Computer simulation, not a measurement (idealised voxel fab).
process module | voxel ribs on slabs
cross-section cut | 215 nm wide | cells 5 nm
A cross-section is a grid of square cells, given in bands from the top down. A band is one or more rows of cells.
Each band's line starts with the height of the band's top and of its bottom, in nm. Then come its materials from left to right, each with its width in nm. One material with "throughout" fills the band from edge to edge. "air" is empty space.
Height 0 is the level under which the wafer as received is all one material. The lowest band goes on downwards, as in "0 down".
A width such as "30 to 40" changes by the same amount from each row of cells to the next, from the band's top row to its bottom row.
"no change" after a step means that no cell of the cross-section changed.
closed voids: empty space of 8 cells or more with no open way to the top, each as width x height at its distance from the left edge, in nm
after a step's settings: what the simulator itself notes on the step
overlay nm, on a step with a mask: how far to the right of its planned place the mask lay; to the left if negative
plan
1 op RECEIVE | material Si
2 op DIRECTIONAL_DEP | material SiO2 | thk nm 25
3 op DIRECTIONAL_DEP | material SiN | thk nm 25
4 op MASKED_ETCH | tone cover | mask id RIB | width nm 30 | etch materials SiN | depth nm 15 | overlay nm 0
5 op DIRECTIONAL_DEP | material aC | thk nm 15
6 op PATTERN | tone cover | mask id SLAB | material resist | width nm 60 | thk nm 35 | overlay nm 0
7 op DIRECTIONAL_ETCH | etch materials aC | depth nm 15
8 op STRIP | etch materials resist
9 op DIRECTIONAL_ETCH | etch materials SiN | depth nm 10
10 op STRIP | etch materials aC
11 op FILL_DEP | material SiO2 | thk nm 25
12 op CMP | height nm 70
13 op DIRECTIONAL_DEP | material W | thk nm 10
14 op PATTERN | tone cover | mask id HEATER | material resist | width nm 40 | thk nm 20 | overlay nm 0
15 op DIRECTIONAL_ETCH | etch materials W | depth nm 10
16 op STRIP | etch materials resist
17 op CONFORMAL_DEP | material SiO2 | thk nm 5
first wafer, as planned
as received, after step 1
  0 down: Si throughout
  closed voids: none
after step 2
  25 to 0: SiO2 throughout
  below 0: unchanged
after step 3
  50 to 25: SiN throughout
  below 25: unchanged
after step 4
  50 to 35: air 90 | SiN 30 | air 95
  below 35: unchanged
after step 5
  65 to 50: air 90 | aC 30 | air 95
  50 to 35: aC 90 | SiN 30 | aC 95
  below 35: unchanged
after step 6
  100 to 65: air 75 | resist 60 | air 80
  65 to 50: air 75 | resist 15 | aC 30 | resist 15 | air 80
  below 50: unchanged
after step 7
  85 to 65: air 75 | resist 60 | air 80
  65 to 50: air 75 | resist 15 | aC 30 | resist 15 | air 80
  50 to 35: air 75 | aC 15 | SiN 30 | aC 15 | air 80
  below 35: unchanged
after step 8
  65 to 50: air 90 | aC 30 | air 95
  below 50: unchanged
after step 9
  65 to 50: air 90 | aC 30 | air 95
  50 to 35: air 75 | aC 15 | SiN 30 | aC 15 | air 80
  35 to 25: air 75 | SiN 60 | air 80
  below 25: unchanged
after step 10
  50 to 35: air 90 | SiN 30 | air 95
  below 35: unchanged
after step 11
  75 to 50: SiO2 throughout
  50 to 35: SiO2 90 | SiN 30 | SiO2 95
  35 to 25: SiO2 75 | SiN 60 | SiO2 80
  below 25: unchanged
after step 12
  70 to 50: SiO2 throughout
  below 50: unchanged
after step 13
  80 to 70: W throughout
  below 70: unchanged
after step 14
  100 to 80: air 85 | resist 40 | air 90
  below 80: unchanged
after step 15
  100 to 80: air 85 | resist 40 | air 90
  80 to 70: air 85 | W 40 | air 90
  below 70: unchanged
after step 16
  80 to 70: air 85 | W 40 | air 90
  below 70: unchanged
after step 17
  85 to 80: air 80 | SiO2 50 | air 85
  80 to 75: air 80 | SiO2 5 | W 40 | SiO2 5 | air 85
  75 to 70: SiO2 85 | W 40 | SiO2 90
  below 70: unchanged
second wafer: like start, like plan, one mistake. Through step 16 it matches the first wafer
when step 17 should have ended: no change
what went wrong: step 17 was left out
at the end the second wafer has, in cells: 47 fewer of SiO2
